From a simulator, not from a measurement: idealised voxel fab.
voxel wiring stack: a process module
The cross-section on display is named cut; it measures 290 nm wide, and its cells are 5 nm squares.
Cross-section spec: square-cell grid; bands listed top down; each band is one or more rows.
The band entry comprises the height of the band's top followed by the height of its bottom, expressed in nm, and subsequently the band's materials from left to right, each stated together with its width in nm. Where a single material is marked with the word "everywhere", that material fills the band from edge to edge. The word "air" represents empty space.
All heights in this document are referenced to 0, defined as the level beneath which the wafer, as received, consists entirely of one material. The lowest band is not bounded below; it extends indefinitely downward and is written in the form "from 0 down".
Width "30->40": first value at the band's top row of cells, second value at its bottom row, equal change from row to row.
A step reported as "no modification" is a step in which no cell of the cross-section changed.
What "Fully sealed voids" gives you is every empty space of 8 cells or more that is cut off from the top. Each appears as width x height at distance, with the distance taken from the left edge and width, height and distance all in nm.
Step line, after settings: the simulator's comment on this step.
When a step includes a mask, the "overlay nm" setting on its line states how far to the right of its planned place that mask lay, and negative values state how far to the left.

# List of planned process steps
step 1: RECEIVE [material Si]
step 2: CONFORMAL_DEP [material SiO2] [thk nm 10]
step 3: DIRECTIONAL_DEP [material TiN] [thk nm 5]
step 4: DIRECTIONAL_DEP [material W] [thk nm 20]
step 5: MASKED_ETCH [tone cover] [mask id METAL_1] [width nm 25] [pitch nm 45] [etch materials W] [depth nm 20] [overlay nm 0]
step 6: MASKED_ETCH [tone cover] [mask id METAL_1] [width nm 25] [pitch nm 45] [etch materials TiN] [depth nm 5] [overlay nm 0]
step 7: FILL_DEP [material lowk] [thk nm 5]
step 8: CMP [height nm 35]
step 9: CONFORMAL_DEP [material SiCN] [thk nm 5]
step 10: DIRECTIONAL_DEP [material lowk] [thk nm 30]
step 11: DIRECTIONAL_DEP [material aC] [thk nm 10]
step 12: PATTERN [tone open] [mask id METAL_2_HOLES] [material resist] [width nm 15] [thk nm 30] [overlay nm 0]
step 13: DIRECTIONAL_ETCH [etch materials aC] [depth nm 10]
step 14: STRIP [etch materials resist]
step 15: DIRECTIONAL_ETCH [etch materials lowk] [depth nm 30]
step 16: STRIP [etch materials aC]
step 17: MASKED_ETCH [tone open] [mask id METAL_2] [width nm 25] [pitch nm 45] [etch materials lowk] [depth nm 15] [overlay nm 0]
step 18: MASKED_ETCH [tone open] [mask id METAL_2] [width nm 25] [pitch nm 45] [etch materials SiCN] [depth nm 5] [overlay nm 0]
step 19: CONFORMAL_DEP [material TiN] [thk nm 5]
step 20: FILL_DEP [material Ru] [thk nm 10]
step 21: CMP [height nm 70]
step 22: CONFORMAL_DEP [material SiN] [thk nm 5]

# Run as planned: first of two wafers

# as received, after step 1
    from 0 down  Si everywhere
    Fully sealed voids: none

# So this is the wafer cross-section right after step 2
    from 10 to 0  SiO2 everywhere
    Below 0 it's all the same as before, nothing changed down there.

# So this is the wafer cross-section right after step 3
    from 15 to 10  TiN everywhere
    Below 10 it's all the same as before, nothing changed down there.

# So this is the wafer cross-section right after step 4
    from 35 to 15  W everywhere
    Below 15 it's all the same as before, nothing changed down there.

# So this is the wafer cross-section right after step 5
    from 35 to 15  110 nm air  25 nm W  20 nm air  25 nm W  110 nm air
    Below 15 it's all the same as before, nothing changed down there.

# So this is the wafer cross-section right after step 6
    from 35 to 15  110 nm air  25 nm W  20 nm air  25 nm W  110 nm air
    from 15 to 10  110 nm air  25 nm TiN  20 nm air  25 nm TiN  110 nm air
    Below 10 it's all the same as before, nothing changed down there.

# So this is the wafer cross-section right after step 7
    from 40 to 35  lowk everywhere
    from 35 to 15  110 nm lowk  25 nm W  20 nm lowk  25 nm W  110 nm lowk
    from 15 to 10  110 nm lowk  25 nm TiN  20 nm lowk  25 nm TiN  110 nm lowk
    Below 10 it's all the same as before, nothing changed down there.

# So this is the wafer cross-section right after step 8
    from 35 to 15  110 nm lowk  25 nm W  20 nm lowk  25 nm W  110 nm lowk
    Below 15 it's all the same as before, nothing changed down there.

# So this is the wafer cross-section right after step 9
    from 40 to 35  SiCN everywhere
    Below 35 it's all the same as before, nothing changed down there.

# So this is the wafer cross-section right after step 10
    from 70 to 40  lowk everywhere
    Below 40 it's all the same as before, nothing changed down there.

# So this is the wafer cross-section right after step 11
    from 80 to 70  aC everywhere
    Below 70 it's all the same as before, nothing changed down there.

# So this is the wafer cross-section right after step 12
    from 110 to 80  110 nm resist  15 nm air  165 nm resist
    Below 80 it's all the same as before, nothing changed down there.

# So this is the wafer cross-section right after step 13
    from 100 to 80  110 nm resist  15 nm air  165 nm resist
    from 80 to 70  110 nm aC  15 nm air  165 nm aC
    Below 70 it's all the same as before, nothing changed down there.

# So this is the wafer cross-section right after step 14
    from 80 to 70  110 nm aC  15 nm air  165 nm aC
    Below 70 it's all the same as before, nothing changed down there.

# So this is the wafer cross-section right after step 15
    from 80 to 70  110 nm aC  15 nm air  165 nm aC
    from 70 to 40  110 nm lowk  15 nm air  165 nm lowk
    Below 40 it's all the same as before, nothing changed down there.

# So this is the wafer cross-section right after step 16
    from 70 to 40  110 nm lowk  15 nm air  165 nm lowk
    Below 40 it's all the same as before, nothing changed down there.

# So this is the wafer cross-section right after step 17
    from 70 to 55  110 nm lowk  25 nm air  20 nm lowk  25 nm air  110 nm lowk
    Below 55 it's all the same as before, nothing changed down there.

# So this is the wafer cross-section right after step 18
    from 70 to 55  110 nm lowk  25 nm air  20 nm lowk  25 nm air  110 nm lowk
    from 55 to 40  110 nm lowk  15 nm air  165 nm lowk
    from 40 to 35  110 nm SiCN  15 nm air  165 nm SiCN
    Below 35 it's all the same as before, nothing changed down there.

# So this is the wafer cross-section right after step 19
    from 75 to 70  115 nm TiN  15 nm air  30 nm TiN  15 nm air  115 nm TiN
    from 70 to 60  110 nm lowk  5 nm TiN  15 nm air  5 nm TiN  20 nm lowk  5 nm TiN  15 nm air  5 nm TiN  110 nm lowk
    from 60 to 55  110 nm lowk  5 nm TiN  5 nm air  15 nm TiN  20 nm lowk  25 nm TiN  110 nm lowk
    from 55 to 40  110 nm lowk  5 nm TiN  5 nm air  5 nm TiN  165 nm lowk
    from 40 to 35  110 nm SiCN  15 nm TiN  165 nm SiCN
    Below 35 it's all the same as before, nothing changed down there.

# So this is the wafer cross-section right after step 20
    from 85 to 75  Ru everywhere
    from 75 to 70  115 nm TiN  15 nm Ru  30 nm TiN  15 nm Ru  115 nm TiN
    from 70 to 60  110 nm lowk  5 nm TiN  15 nm Ru  5 nm TiN  20 nm lowk  5 nm TiN  15 nm Ru  5 nm TiN  110 nm lowk
    from 60 to 55  110 nm lowk  5 nm TiN  5 nm Ru  15 nm TiN  20 nm lowk  25 nm TiN  110 nm lowk
    from 55 to 40  110 nm lowk  5 nm TiN  5 nm Ru  5 nm TiN  165 nm lowk
    Below 40 it's all the same as before, nothing changed down there.

# So this is the wafer cross-section right after step 21
    from 70 to 60  110 nm lowk  5 nm TiN  15 nm Ru  5 nm TiN  20 nm lowk  5 nm TiN  15 nm Ru  5 nm TiN  110 nm lowk
    Below 60 it's all the same as before, nothing changed down there.

# So this is the wafer cross-section right after step 22
    from 75 to 70  SiN everywhere
    Below 70 it's all the same as before, nothing changed down there.

# Wafer two of the pair: same origin, same plan, one error during the run; identical to wafer one up to and including step 11

# What the second wafer looks like in cross-section when step 12 should have wrapped up
    from 110 to 80  110 nm air  15 nm resist  165 nm air
    Below 80 it's all the same as before, nothing changed down there.

# What the second wafer looks like in cross-section when step 13 should have wrapped up
    from 100 to 80  110 nm air  15 nm resist  165 nm air
    from 80 to 70  110 nm air  15 nm aC  165 nm air
    Below 70 it's all the same as before, nothing changed down there.

# What the second wafer looks like in cross-section when step 14 should have wrapped up
    from 80 to 70  110 nm air  15 nm aC  165 nm air
    Below 70 it's all the same as before, nothing changed down there.

# What the second wafer looks like in cross-section when step 15 should have wrapped up
    from 80 to 70  110 nm air  15 nm aC  165 nm air
    from 70 to 40  110 nm air  15 nm lowk  165 nm air
    Below 40 it's all the same as before, nothing changed down there.

# What the second wafer looks like in cross-section when step 16 should have wrapped up
    from 70 to 40  110 nm air  15 nm lowk  165 nm air
    Below 40 it's all the same as before, nothing changed down there.

# What the second wafer looks like in cross-section when step 17 should have wrapped up
    from 55 to 40  110 nm air  15 nm lowk  165 nm air
    Below 40 it's all the same as before, nothing changed down there.

# What the second wafer looks like in cross-section when step 18 should have wrapped up
    from 55 to 40  110 nm air  15 nm lowk  165 nm air
    from 40 to 35  125 nm SiCN  10 nm air  20 nm SiCN  25 nm air  110 nm SiCN
    Below 35 it's all the same as before, nothing changed down there.

# What the second wafer looks like in cross-section when step 19 should have wrapped up
    from 60 to 55  105 nm air  25 nm TiN  160 nm air
    from 55 to 45  105 nm air  5 nm TiN  15 nm lowk  5 nm TiN  160 nm air
    from 45 to 40  110 nm TiN  15 nm lowk  35 nm TiN  15 nm air  115 nm TiN
    from 40 to 35  125 nm SiCN  10 nm TiN  20 nm SiCN  25 nm TiN  110 nm SiCN
    Below 35 it's all the same as before, nothing changed down there.

# What the second wafer looks like in cross-section when step 20 should have wrapped up
    from 70 to 60  Ru everywhere
    from 60 to 55  105 nm Ru  25 nm TiN  160 nm Ru
    from 55 to 45  105 nm Ru  5 nm TiN  15 nm lowk  5 nm TiN  160 nm Ru
    from 45 to 40  110 nm TiN  15 nm lowk  35 nm TiN  15 nm Ru  115 nm TiN
    Below 40 it's all the same as before, nothing changed down there.

What the second wafer looks like in cross-section when step 21 should have wrapped up: no modification

# What the second wafer looks like in cross-section when step 22 should have wrapped up
    from 75 to 70  SiN everywhere
    Below 70 it's all the same as before, nothing changed down there.
Deviation from plan: step 12 did not use the planned setting and instead ran as PATTERN [tone cover] [mask id METAL_2_HOLES] [material resist] [width nm 15] [thk nm 30] [overlay nm 0]
FYI, end of process, the second wafer has more or fewer cells of some materials than the first: +262 Ru, -4 SiCN, +42 TiN, -300 lowk
